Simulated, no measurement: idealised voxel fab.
The process module presented herein is designated voxel ribs on slabs.
FYI the section here is cut, 180 nm wide, cells are 5 nm squares.
Heads up, the way a cross-section reads in here is a grid of square cells, handed over as bands from the top down, with every band being one or more rows of cells.
This entry defines a band. It first specifies the height of the band's top and the height of its bottom in nm, and then specifies the band's materials from left to right, stating each material with its width in nm. The word "throughout" identifies a single material that fills the band from edge to edge, while the word "air" identifies empty space.
Zero point of the height axis is 0; under it, received wafer = one material. Lowest band: continues down indefinitely, "0 nm and below".
When a width is written as two numbers, as in "30..40", the first number is the width in the top row of cells of the band and the second is the width in its bottom row, and the width changes by the same amount from each row to the next.
Reading "nothing changed" for a step: not a cell of the cross-section changed in it.
Closed empty spaces (no open way to the top) of 8 cells or more are what "Enclosed void inventory" lists, each as width x height at distance from the left edge, nm for all three.
Heads up: the bit after the settings on a step's line is the simulator's remark on that step.
Regarding "overlay nm": on a step with a mask, it is the distance the mask lay to the right of its planned place; a negative value places it to the left.
Listed below are the process steps as planned:
1,RECEIVE,material Si
2,DIRECTIONAL_DEP,material SiO2,thk nm 25
3,DIRECTIONAL_DEP,material polySi,thk nm 15
4,DIRECTIONAL_DEP,material aC,thk nm 10
5,PATTERN,tone cover,mask id RIB,material resist,width nm 20,thk nm 30,overlay nm -15
6,DIRECTIONAL_ETCH,etch materials aC,depth nm 10
7,STRIP,etch materials resist
8,DIRECTIONAL_ETCH,etch materials polySi,depth nm 10
9,STRIP,etch materials aC
10,PATTERN,tone cover,mask id SLAB,material resist,width nm 70,thk nm 15,overlay nm 0
11,DIRECTIONAL_ETCH,etch materials polySi,depth nm 5
12,STRIP,etch materials resist
13,FILL_DEP,material SiO2,thk nm 25
14,CMP,height nm 55
15,DIRECTIONAL_DEP,material TiN,thk nm 10
16,PATTERN,tone cover,mask id HEATER,material resist,width nm 30,thk nm 15,overlay nm 0
17,DIRECTIONAL_ETCH,etch materials TiN,depth nm 10
18,STRIP,etch materials resist
19,CONFORMAL_DEP,material SiN,thk nm 5
The plan's step 5 overlay nm is the first wafer's value; the wafers differ in this setting and start identical.
Received wafers, first of several: cross-section after step 1:
	0 nm and below: Si throughout
	Enclosed void inventory: none
Take a look at the first of several wafers in cross-section: the module is done, and step 19 was its last step:
	70 nm to 65 nm: air: 70 / SiN: 40 / air: 70
	65 nm to 60 nm: air: 70 / SiN: 5 / TiN: 30 / SiN: 5 / air: 70
	60 nm to 55 nm: SiN: 75 / TiN: 30 / SiN: 75
	55 nm to 40 nm: SiO2 throughout
	40 nm to 30 nm: SiO2: 65 / polySi: 20 / SiO2: 95
	30 nm to 25 nm: SiO2: 55 / polySi: 70 / SiO2: 55
	25 nm to 0 nm: SiO2 throughout
	0 nm and below: Si throughout
	Enclosed void inventory: none
Wafer cross-section (last wafer, module end):
	70 nm to 65 nm: air: 70 / SiN: 40 / air: 70
	65 nm to 60 nm: air: 70 / SiN: 5 / TiN: 30 / SiN: 5 / air: 70
	60 nm to 55 nm: SiN: 75 / TiN: 30 / SiN: 75
	55 nm to 40 nm: SiO2 throughout
	40 nm to 30 nm: SiO2: 95 / polySi: 20 / SiO2: 65
	30 nm to 25 nm: SiO2: 55 / polySi: 70 / SiO2: 55
	25 nm to 0 nm: SiO2 throughout
	0 nm and below: Si throughout
	Enclosed void inventory: none
Per wafer (row), end of module: delta in cells per material since receipt, (+) for gained, (-) for lost; closed voids after that:
overlay nm -15, +40 SiN, +374 SiO2, +12 TiN, +22 polySi, Enclosed void inventory: none
overlay nm -10, +40 SiN, +374 SiO2, +12 TiN, +22 polySi, Enclosed void inventory: none
overlay nm -5, +40 SiN, +374 SiO2, +12 TiN, +22 polySi, Enclosed void inventory: none
overlay nm 0, +40 SiN, +374 SiO2, +12 TiN, +22 polySi, Enclosed void inventory: none
overlay nm 5, +40 SiN, +374 SiO2, +12 TiN, +22 polySi, Enclosed void inventory: none
overlay nm 10, +40 SiN, +374 SiO2, +12 TiN, +22 polySi, Enclosed void inventory: none
overlay nm 15, +40 SiN, +374 SiO2, +12 TiN, +22 polySi, Enclosed void inventory: none
